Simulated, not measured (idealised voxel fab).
process module | voxel self aligned contacts
cross-section cut | 280 nm wide | cells 5 nm
A cross-section is a grid of square cells, given in bands from the top down. A band is one or more rows of cells.
Each band's line starts with the height of the band's top and of its bottom, in nm. Then come its materials from left to right, each with its width in nm. One material with "throughout" fills the band from edge to edge. "air" is empty space.
Height 0 is the level under which the wafer as received is all one material. The lowest band goes on downwards, as in "0 down".
A width such as "30 to 40" changes by the same amount from each row of cells to the next, from the band's top row to its bottom row.
"no change" after a step means that no cell of the cross-section changed.
closed voids: empty space of 8 cells or more with no open way to the top, each as width x height at its distance from the left edge, in nm
after a step's settings: what the simulator itself notes on the step
overlay nm, on a step with a mask: how far to the right of its planned place the mask lay; to the left if negative
plan
1 op RECEIVE | material Si
2 op CONFORMAL_DEP | material SiO2 | thk nm 5
3 op DIRECTIONAL_DEP | material polySi | thk nm 30
4 op DIRECTIONAL_DEP | material SiN | thk nm 15
5 op MASKED_ETCH | tone cover | mask id GATE | width nm 25 | pitch nm 60 | etch materials SiN | depth nm 15 | overlay nm 0
6 op MASKED_ETCH | tone cover | mask id GATE | width nm 25 | pitch nm 60 | etch materials polySi | depth nm 30 | overlay nm 0
7 op CONFORMAL_DEP | material SiN | thk nm 5
8 op DIRECTIONAL_ETCH | etch materials SiN | depth nm 5
9 op FILL_DEP | material SiO2 | thk nm 20
10 op CMP | height nm 60
11 op PATTERN | tone open | mask id CONTACT | material resist | width nm 45 | thk nm 15 | overlay nm 0
12 op DIRECTIONAL_ETCH | etch materials SiO2 | depth nm 60
13 op STRIP | etch materials resist
14 op CONFORMAL_DEP | material TiN | thk nm 5
15 op FILL_DEP | material Ru | thk nm 5
16 op CMP | height nm 60
17 op CONFORMAL_DEP | material SiN | thk nm 5
as received, after step 1
  0 down: Si throughout
  closed voids: none
first wafer at the end, as planned
  65 to 60: SiN throughout
  60 to 50: SiO2 115 | TiN 5 to 15 | Ru 35 to 15 | TiN 5 to 15 | SiO2 120
  50 to 35: SiO2 90 | SiN 35 | TiN 5 | Ru 15 | TiN 5 | SiN 35 | SiO2 95
  35 to 5: SiO2 90 | SiN 5 | polySi 25 | SiN 5 | TiN 5 | Ru 15 | TiN 5 | SiN 5 | polySi 25 | SiN 5 | SiO2 95
  5 to 0: SiO2 125 | TiN 25 | SiO2 130
  0 down: Si throughout
  closed voids: none
second wafer at the end: like start, like plan, one mistake
  65 to 60: SiN throughout
  60 to 50: SiO2 115 | TiN 5 to 20 | Ru 35 to 5 | TiN 5 to 20 | SiO2 120
  50 to 35: SiO2 85 | SiN 45 | TiN 5 | Ru 5 | TiN 5 | SiN 45 | SiO2 90
  35 to 5: SiO2 85 | SiN 5 | polySi 35 | SiN 5 | TiN 5 | Ru 5 | TiN 5 | SiN 5 | polySi 35 | SiN 5 | SiO2 90
  5 to 0: SiO2 130 | TiN 15 | SiO2 135
  0 down: Si throughout
  closed voids: none
what went wrong: step 5 ran as: op MASKED_ETCH | tone cover | mask id GATE | width nm 35 | pitch nm 60 | etch materials SiN | depth nm 15 | overlay nm 0
at the end the second wafer has, in cells: 20 fewer of Ru | 12 more of SiN | 16 fewer of SiO2 | 24 more of polySi
